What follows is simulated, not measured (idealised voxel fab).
process module | voxel plated lines
cross-section cut | 285 nm wide | cells 5 nm
A cross-section is a grid of square cells, given in bands from the top down. A band is one or more rows of cells.
Each band's line starts with the height of the band's top and of its bottom, in nm. Then come its materials from left to right, each with its width in nm. One material with "throughout" fills the band from edge to edge. "air" is empty space.
Height 0 is the level under which the wafer as received is all one material. The lowest band goes on downwards, as in "0 down".
A width such as "30 to 40" changes by the same amount from each row of cells to the next, from the band's top row to its bottom row.
"no change" after a step means that no cell of the cross-section changed.
closed voids: empty space of 8 cells or more with no open way to the top, each as width x height at its distance from the left edge, in nm
after a step's settings: what the simulator itself notes on the step
overlay nm, on a step with a mask: how far to the right of its planned place the mask lay; to the left if negative
plan
1 op RECEIVE | material Si
2 op CONFORMAL_DEP | material Al2O3 | thk nm 5
3 op DIRECTIONAL_DEP | material TiN | thk nm 5
4 op PATTERN | tone open | mask id LINES | material resist | width nm 25 | pitch nm 55 | thk nm 25 | overlay nm -15
5 op EPI | material Ru | thk nm 10
6 op EPI | material Ru | thk nm 10
7 op STRIP | etch materials resist
8 op DIRECTIONAL_ETCH | etch materials TiN | depth nm 5
9 op CONFORMAL_DEP | material SiCN | thk nm 10
varied across the wafers: overlay nm of step 4. The plan shows the first wafer's value. All wafers start alike
first wafer as received, after step 1
  0 down: Si throughout
  closed voids: none
first wafer at the end, after step 9
  40 to 30: air 75 | SiCN 45 | air 10 | SiCN 45 | air 110
  30 to 15: air 75 | SiCN 10 | Ru 25 | SiCN 10 | air 10 | SiCN 10 | Ru 25 | SiCN 10 | air 110
  15 to 10: SiCN 85 | Ru 25 | SiCN 30 | Ru 25 | SiCN 120
  10 to 5: SiCN 85 | TiN 25 | SiCN 30 | TiN 25 | SiCN 120
  5 to 0: Al2O3 throughout
  0 down: Si throughout
  closed voids: none
last wafer at the end
  40 to 30: air 105 | SiCN 45 | air 10 | SiCN 45 | air 80
  30 to 15: air 105 | SiCN 10 | Ru 25 | SiCN 10 | air 10 | SiCN 10 | Ru 25 | SiCN 10 | air 80
  15 to 10: SiCN 115 | Ru 25 | SiCN 30 | Ru 25 | SiCN 90
  10 to 5: SiCN 115 | TiN 25 | SiCN 30 | TiN 25 | SiCN 90
  5 to 0: Al2O3 throughout
  0 down: Si throughout
  closed voids: none
each wafer at the end: cells of each material gained (+) or lost (-) since it was received, then its closed voids
overlay nm -15 | +57 Al2O3 | +40 Ru | +154 SiCN | +10 TiN | closed voids: none
overlay nm -10 | +57 Al2O3 | +40 Ru | +154 SiCN | +10 TiN | closed voids: none
overlay nm -5 | +57 Al2O3 | +40 Ru | +154 SiCN | +10 TiN | closed voids: none
overlay nm 0 | +57 Al2O3 | +40 Ru | +154 SiCN | +10 TiN | closed voids: none
overlay nm 5 | +57 Al2O3 | +40 Ru | +154 SiCN | +10 TiN | closed voids: none
overlay nm 10 | +57 Al2O3 | +40 Ru | +154 SiCN | +10 TiN | closed voids: none
overlay nm 15 | +57 Al2O3 | +40 Ru | +154 SiCN | +10 TiN | closed voids: none
